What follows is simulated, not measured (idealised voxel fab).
process module | voxel self aligned vias
cross-section cut | 270 nm wide | cells 5 nm
A cross-section is a grid of square cells, given in bands from the top down. A band is one or more rows of cells.
Each band's line starts with the height of the band's top and of its bottom, in nm. Then come its materials from left to right, each with its width in nm. One material with "throughout" fills the band from edge to edge. "air" is empty space.
Height 0 is the level under which the wafer as received is all one material. The lowest band goes on downwards, as in "0 down".
A width such as "30 to 40" changes by the same amount from each row of cells to the next, from the band's top row to its bottom row.
"no change" after a step means that no cell of the cross-section changed.
closed voids: empty space of 8 cells or more with no open way to the top, each as width x height at its distance from the left edge, in nm
after a step's settings: what the simulator itself notes on the step
overlay nm, on a step with a mask: how far to the right of its planned place the mask lay; to the left if negative
plan
1 op RECEIVE | material Si
2 op CONFORMAL_DEP | material SiO2 | thk nm 15
3 op CONFORMAL_DEP | material SiCN | thk nm 5
4 op DIRECTIONAL_DEP | material SiO2 | thk nm 30
5 op DIRECTIONAL_DEP | material aC | thk nm 10
6 op PATTERN | tone open | mask id LINES | material resist | width nm 30 | pitch nm 65 | thk nm 30 | overlay nm 0
7 op DIRECTIONAL_ETCH | etch materials aC | depth nm 10
8 op STRIP | etch materials resist
9 op DIRECTIONAL_ETCH | etch materials SiO2 | depth nm 30
10 op STRIP | etch materials aC
11 op CONFORMAL_DEP | material TiN | thk nm 5
12 op FILL_DEP | material W | thk nm 5
13 op CMP | height nm 50
14 op SELECTIVE_ETCH | etch materials W Ru TiN | depth nm 5
15 op FILL_DEP | material SiN | thk nm 5
16 op CMP | height nm 50
17 op DIRECTIONAL_DEP | material SiO2 | thk nm 15
18 op MASKED_ETCH | tone open | mask id VIAS | width nm 40 | pitch nm 65 | etch materials SiO2 | depth nm 15 | overlay nm 0
19 op MASKED_ETCH | tone open | mask id VIAS | width nm 40 | pitch nm 65 | etch materials SiN | depth nm 5 | overlay nm 0
20 op CONFORMAL_DEP | material TiN | thk nm 5
21 op FILL_DEP | material W | thk nm 5
22 op CMP | height nm 65
23 op CONFORMAL_DEP | material SiN | thk nm 5
first wafer, as planned
as received, after step 1
  0 down: Si throughout
  closed voids: none
after step 2
  15 to 0: SiO2 throughout
  below 0: unchanged
after step 3
  20 to 15: SiCN throughout
  below 15: unchanged
after step 4
  50 to 20: SiO2 throughout
  below 20: unchanged
after step 5
  60 to 50: aC throughout
  below 50: unchanged
after step 6
  90 to 60: resist 55 | air 30 | resist 35 | air 30 | resist 35 | air 30 | resist 55
  below 60: unchanged
after step 7
  80 to 60: resist 55 | air 30 | resist 35 | air 30 | resist 35 | air 30 | resist 55
  60 to 50: aC 55 | air 30 | aC 35 | air 30 | aC 35 | air 30 | aC 55
  below 50: unchanged
after step 8
  60 to 50: aC 55 | air 30 | aC 35 | air 30 | aC 35 | air 30 | aC 55
  below 50: unchanged
after step 9
  60 to 50: aC 55 | air 30 | aC 35 | air 30 | aC 35 | air 30 | aC 55
  50 to 20: SiO2 55 | air 30 | SiO2 35 | air 30 | SiO2 35 | air 30 | SiO2 55
  below 20: unchanged
after step 10
  50 to 20: SiO2 55 | air 30 | SiO2 35 | air 30 | SiO2 35 | air 30 | SiO2 55
  below 20: unchanged
after step 11
  55 to 50: TiN 60 | air 20 | TiN 45 | air 20 | TiN 45 | air 20 | TiN 60
  50 to 25: SiO2 55 | TiN 5 | air 20 | TiN 5 | SiO2 35 | TiN 5 | air 20 | TiN 5 | SiO2 35 | TiN 5 | air 20 | TiN 5 | SiO2 55
  25 to 20: SiO2 55 | TiN 30 | SiO2 35 | TiN 30 | SiO2 35 | TiN 30 | SiO2 55
  below 20: unchanged
after step 12
  60 to 55: W throughout
  55 to 50: TiN 60 | W 20 | TiN 45 | W 20 | TiN 45 | W 20 | TiN 60
  50 to 25: SiO2 55 | TiN 5 | W 20 | TiN 5 | SiO2 35 | TiN 5 | W 20 | TiN 5 | SiO2 35 | TiN 5 | W 20 | TiN 5 | SiO2 55
  below 25: unchanged
after step 13
  50 to 25: SiO2 55 | TiN 5 | W 20 | TiN 5 | SiO2 35 | TiN 5 | W 20 | TiN 5 | SiO2 35 | TiN 5 | W 20 | TiN 5 | SiO2 55
  below 25: unchanged
after step 14
  50 to 45: SiO2 55 | air 30 | SiO2 35 | air 30 | SiO2 35 | air 30 | SiO2 55
  below 45: unchanged
after step 15
  55 to 50: SiN throughout
  50 to 45: SiO2 55 | SiN 30 | SiO2 35 | SiN 30 | SiO2 35 | SiN 30 | SiO2 55
  below 45: unchanged
after step 16
  50 to 45: SiO2 55 | SiN 30 | SiO2 35 | SiN 30 | SiO2 35 | SiN 30 | SiO2 55
  below 45: unchanged
after step 17
  65 to 50: SiO2 throughout
  below 50: unchanged
after step 18
  65 to 50: SiO2 50 | air 40 | SiO2 25 | air 40 | SiO2 25 | air 40 | SiO2 50
  below 50: unchanged
after step 19
  65 to 50: SiO2 50 | air 40 | SiO2 25 | air 40 | SiO2 25 | air 40 | SiO2 50
  50 to 45: SiO2 55 | air 30 | SiO2 35 | air 30 | SiO2 35 | air 30 | SiO2 55
  below 45: unchanged
after step 20
  70 to 65: TiN 55 | air 30 | TiN 35 | air 30 | TiN 35 | air 30 | TiN 55
  65 to 55: SiO2 50 | TiN 5 | air 30 | TiN 5 | SiO2 25 | TiN 5 | air 30 | TiN 5 | SiO2 25 | TiN 5 | air 30 | TiN 5 | SiO2 50
  55 to 50: SiO2 50 | TiN 10 | air 20 | TiN 10 | SiO2 25 | TiN 10 | air 20 | TiN 10 | SiO2 25 | TiN 10 | air 20 | TiN 10 | SiO2 50
  50 to 45: SiO2 55 | TiN 30 | SiO2 35 | TiN 30 | SiO2 35 | TiN 30 | SiO2 55
  below 45: unchanged
after step 21
  75 to 70: W throughout
  70 to 65: TiN 55 | W 30 | TiN 35 | W 30 | TiN 35 | W 30 | TiN 55
  65 to 55: SiO2 50 | TiN 5 | W 30 | TiN 5 | SiO2 25 | TiN 5 | W 30 | TiN 5 | SiO2 25 | TiN 5 | W 30 | TiN 5 | SiO2 50
  55 to 50: SiO2 50 | TiN 10 | W 20 | TiN 10 | SiO2 25 | TiN 10 | W 20 | TiN 10 | SiO2 25 | TiN 10 | W 20 | TiN 10 | SiO2 50
  below 50: unchanged
after step 22
  65 to 55: SiO2 50 | TiN 5 | W 30 | TiN 5 | SiO2 25 | TiN 5 | W 30 | TiN 5 | SiO2 25 | TiN 5 | W 30 | TiN 5 | SiO2 50
  below 55: unchanged
after step 23
  70 to 65: SiN throughout
  below 65: unchanged
second wafer: like start, like plan, one mistake. Through step 17 it matches the first wafer
when step 18 should have ended
  65 to 50: SiO2 55 | air 30 | SiO2 35 | air 30 | SiO2 35 | air 30 | SiO2 55
  below 50: unchanged
when step 19 should have ended
  65 to 45: SiO2 55 | air 30 | SiO2 35 | air 30 | SiO2 35 | air 30 | SiO2 55
  below 45: unchanged
when step 20 should have ended
  70 to 65: TiN 60 | air 20 | TiN 45 | air 20 | TiN 45 | air 20 | TiN 60
  65 to 50: SiO2 55 | TiN 5 | air 20 | TiN 5 | SiO2 35 | TiN 5 | air 20 | TiN 5 | SiO2 35 | TiN 5 | air 20 | TiN 5 | SiO2 55
  50 to 45: SiO2 55 | TiN 30 | SiO2 35 | TiN 30 | SiO2 35 | TiN 30 | SiO2 55
  below 45: unchanged
when step 21 should have ended
  75 to 70: W throughout
  70 to 65: TiN 60 | W 20 | TiN 45 | W 20 | TiN 45 | W 20 | TiN 60
  65 to 50: SiO2 55 | TiN 5 | W 20 | TiN 5 | SiO2 35 | TiN 5 | W 20 | TiN 5 | SiO2 35 | TiN 5 | W 20 | TiN 5 | SiO2 55
  below 50: unchanged
when step 22 should have ended
  65 to 50: SiO2 55 | TiN 5 | W 20 | TiN 5 | SiO2 35 | TiN 5 | W 20 | TiN 5 | SiO2 35 | TiN 5 | W 20 | TiN 5 | SiO2 55
  below 50: unchanged
when step 23 should have ended
  70 to 65: SiN throughout
  below 65: unchanged
what went wrong: step 18 ran as: op MASKED_ETCH | tone open | mask id VIAS | width nm 30 | pitch nm 65 | etch materials SiO2 | depth nm 15 | overlay nm 0
at the end the second wafer has, in cells: 18 more of SiO2 | 6 fewer of TiN | 12 fewer of W
